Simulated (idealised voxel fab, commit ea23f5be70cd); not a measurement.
The process module that follows is named voxel transistor to metal.
Cross-sectional view cut (width: 155 nm; square cell size: 5 nm).
Cross-section spec: square-cell grid; bands listed top down; each band is one or more rows.
Heads up on the band format: heights come first, top then bottom, in nm. After that it's the materials left to right, each with its width in nm. A single material flagged "edge to edge" fills the whole band edge to edge, and "blank" means there's empty space there.
Height is counted from the level 0, under which the received wafer is composed throughout of one material. The lowest of the bands is not closed at the bottom but continues downward, in the notation "0 nm and below".
The expression "30..40" gives the width at the extremes of the band, the first number at its top row of cells and the second at its bottom row, with the width changing by equal amounts from each row to the next in between.
Take "same as before" at face value: in the step it is given for, the cross-section changed in none of its cells.
Entry "Completely enclosed voids" = empty spaces >= 8 cells with no open way to the top; each as width x height at distance, distance from left edge, all nm.
That trailing text on a step's line, after the settings, is the simulator's own remark on the step.
"overlay nm" answers the question of how far to the right of plan the mask lay on a step that has a mask, and when it is negative the answer is to the left.
### Planned process steps
1) RECEIVE with material Si
2) CONFORMAL_DEP with material SiO2, thk nm 5
3) CONFORMAL_DEP with material SiN, thk nm 15
4) PATTERN with tone cover, mask id ACTIVE, material resist, width nm 105, thk nm 15, overlay nm 0
5) DIRECTIONAL_ETCH with etch materials SiN, depth nm 15
6) DIRECTIONAL_ETCH with etch materials SiO2, depth nm 5
7) DIRECTIONAL_ETCH with etch materials Si, depth nm 20
8) STRIP with etch materials resist
9) OXIDIZE with depth nm 5
10) FILL_DEP with material SiO2, thk nm 15
11) CMP with height nm 20
12) SELECTIVE_ETCH with etch materials SiO2, depth nm 15
13) STRIP with etch materials SiN
14) SELECTIVE_ETCH with etch materials SiO2, depth nm 5
15) OXIDIZE with depth nm 5
16) DIRECTIONAL_DEP with material polySi, thk nm 30
17) DIRECTIONAL_DEP with material SiCN, thk nm 10
18) DIRECTIONAL_DEP with material aC, thk nm 10
19) PATTERN with tone cover, mask id GATE, material resist, width nm 25, thk nm 30, overlay nm 0
20) DIRECTIONAL_ETCH with etch materials aC, depth nm 10
21) STRIP with etch materials resist
22) DIRECTIONAL_ETCH with etch materials SiCN, depth nm 20
23) DIRECTIONAL_ETCH with etch materials polySi, depth nm 40
24) STRIP with etch materials aC
25) CONFORMAL_DEP with material SiO2, thk nm 5
26) DIRECTIONAL_ETCH with etch materials SiO2, depth nm 5
27) CONFORMAL_DEP with material SiN, thk nm 10
28) DIRECTIONAL_ETCH with etch materials SiN, depth nm 10
29) DIRECTIONAL_ETCH with etch materials SiO2, depth nm 5
30) DIRECTIONAL_ETCH with etch materials Si, depth nm 15
31) EPI with material nSi, thk nm 15
32) FILL_DEP with material SiO2, thk nm 10
33) CMP with height nm 40
34) DIRECTIONAL_DEP with material SiO2, thk nm 15
35) PATTERN with tone open, mask id CONTACT, material resist, width nm 30, pitch nm 65, thk nm 20, overlay nm -15
36) DIRECTIONAL_ETCH with etch materials SiO2, depth nm 60
37) STRIP with etch materials resist
38) CONFORMAL_DEP with material TiN, thk nm 5
39) FILL_DEP with material Ru, thk nm 5
40) CMP with height nm 55
41) CONFORMAL_DEP with material SiCN, thk nm 5
42) DIRECTIONAL_DEP with material SiO2, thk nm 25
43) MASKED_ETCH with tone open, mask id METAL_1, width nm 20, pitch nm 75, etch materials SiO2, depth nm 25, overlay nm 0
44) MASKED_ETCH with tone open, mask id METAL_1, width nm 20, pitch nm 75, etch materials SiCN, depth nm 5, overlay nm 0
45) CONFORMAL_DEP with material TiN, thk nm 5
46) FILL_DEP with material Cu, thk nm 5
47) CMP with height nm 85
48) CONFORMAL_DEP with material SiN, thk nm 5
Among the wafers covered here, the point of difference is the overlay nm at step 35; their starting state is shared, and the plan presents the value of the first wafer.
### Cross-section of the first of several received wafers, showing its state after step 1
0 nm and below: Si edge to edge
Completely enclosed voids: none
### First of several wafers in cross-section at module end, following the final step, step 48
90 nm to 85 nm: SiN edge to edge
85 nm to 60 nm: SiO2 30; TiN 5; Cu 10; TiN 5; SiO2 55; TiN 5; Cu 10; TiN 5; SiO2 30
60 nm to 55 nm: SiCN 30; TiN 20; SiCN 55; TiN 20; SiCN 30
55 nm to 45 nm: SiO2 15; TiN 5; Ru 20; TiN 5; SiO2 35; TiN 5; Ru 20; TiN 5; SiO2 45
45 nm to 40 nm: SiO2 15; TiN 5; Ru 20; TiN 5; SiO2 35; TiN 30; SiO2 45
40 nm to 30 nm: SiO2 15; TiN 5; Ru 20; TiN 5; SiO2 5; SiN 10; SiO2 5; SiCN 25; TiN 5; SiN 10; TiN 5; SiO2 45
30 nm to 15 nm: SiO2 15; TiN 5; Ru 20; TiN 5; SiO2 5; SiN 10; SiO2 5; polySi 25; TiN 5; SiN 10; TiN 5; SiO2 45
15 nm to 10 nm: SiO2 15; TiN 5; Ru 10; TiN 15; SiO2 5; SiN 10; SiO2 5; polySi 25; TiN 5; SiN 10; TiN 5; SiO2 45
10 nm to 0 nm: SiO2 15; TiN 5; Ru 10; TiN 5; nSi 15; SiN 10; SiO2 5; polySi 25; TiN 5; SiN 10; nSi 15; SiO2 35
0 nm to -5 nm: SiO2 15; TiN 20; nSi 15; SiO2 40; TiN 5; SiO2 10; nSi 15; SiO2 35
-5 nm to -20 nm: SiO2 30; nSi 20; Si 55; nSi 20; SiO2 30
-20 nm to -25 nm: SiO2 30; Si 95; SiO2 30
-25 nm and below: Si edge to edge
Completely enclosed voids: none
### Module end, final wafer: cross-section
90 nm to 85 nm: SiN edge to edge
85 nm to 60 nm: SiO2 30; TiN 5; Cu 10; TiN 5; SiO2 55; TiN 5; Cu 10; TiN 5; SiO2 30
60 nm to 55 nm: SiCN 30; TiN 20; SiCN 55; TiN 20; SiCN 30
55 nm to 45 nm: SiO2 45; TiN 5; Ru 20; TiN 5; SiO2 35; TiN 5; Ru 20; TiN 5; SiO2 15
45 nm to 40 nm: SiO2 45; TiN 30; SiO2 35; TiN 5; Ru 20; TiN 5; SiO2 15
40 nm to 30 nm: SiO2 45; TiN 5; SiN 10; TiN 5; SiCN 25; SiO2 5; SiN 10; SiO2 5; TiN 5; Ru 20; TiN 5; SiO2 15
30 nm to 15 nm: SiO2 45; TiN 5; SiN 10; TiN 5; polySi 25; SiO2 5; SiN 10; SiO2 5; TiN 5; Ru 20; TiN 5; SiO2 15
15 nm to 10 nm: SiO2 45; TiN 5; SiN 10; TiN 5; polySi 25; SiO2 5; SiN 10; SiO2 5; TiN 15; Ru 10; TiN 5; SiO2 15
10 nm to 0 nm: SiO2 35; nSi 15; SiN 10; TiN 5; polySi 25; SiO2 5; SiN 10; nSi 15; TiN 5; Ru 10; TiN 5; SiO2 15
0 nm to -5 nm: SiO2 35; nSi 15; SiO2 10; TiN 5; SiO2 40; nSi 15; TiN 20; SiO2 15
-5 nm to -20 nm: SiO2 30; nSi 20; Si 55; nSi 20; SiO2 30
-20 nm to -25 nm: SiO2 30; Si 95; SiO2 30
-25 nm and below: Si edge to edge
Completely enclosed voids: none
### Every row in this table is a wafer at the end of the module, and it gives, for each of the materials, the cells that wafer has gained (+) or lost (-) since it was received, then its closed voids
overlay nm -15, +20 Cu, +46 Ru, -103 Si, +33 SiCN, +63 SiN, +346 SiO2, +81 TiN, +42 nSi, +30 polySi, Completely enclosed voids: none
overlay nm -10, +20 Cu, +43 Ru, -103 Si, +33 SiCN, +63 SiN, +343 SiO2, +87 TiN, +42 nSi, +30 polySi, Completely enclosed voids: none
overlay nm -5, +20 Cu, +40 Ru, -103 Si, +33 SiCN, +63 SiN, +346 SiO2, +87 TiN, +42 nSi, +30 polySi, Completely enclosed voids: none
overlay nm 0, +20 Cu, +40 Ru, -103 Si, +33 SiCN, +63 SiN, +355 SiO2, +78 TiN, +42 nSi, +30 polySi, Completely enclosed voids: none
overlay nm 5, +20 Cu, +40 Ru, -103 Si, +33 SiCN, +63 SiN, +346 SiO2, +87 TiN, +42 nSi, +30 polySi, Completely enclosed voids: none
overlay nm 10, +20 Cu, +43 Ru, -103 Si, +33 SiCN, +63 SiN, +343 SiO2, +87 TiN, +42 nSi, +30 polySi, Completely enclosed voids: none
overlay nm 15, +20 Cu, +46 Ru, -103 Si, +33 SiCN, +63 SiN, +346 SiO2, +81 TiN, +42 nSi, +30 polySi, Completely enclosed voids: none
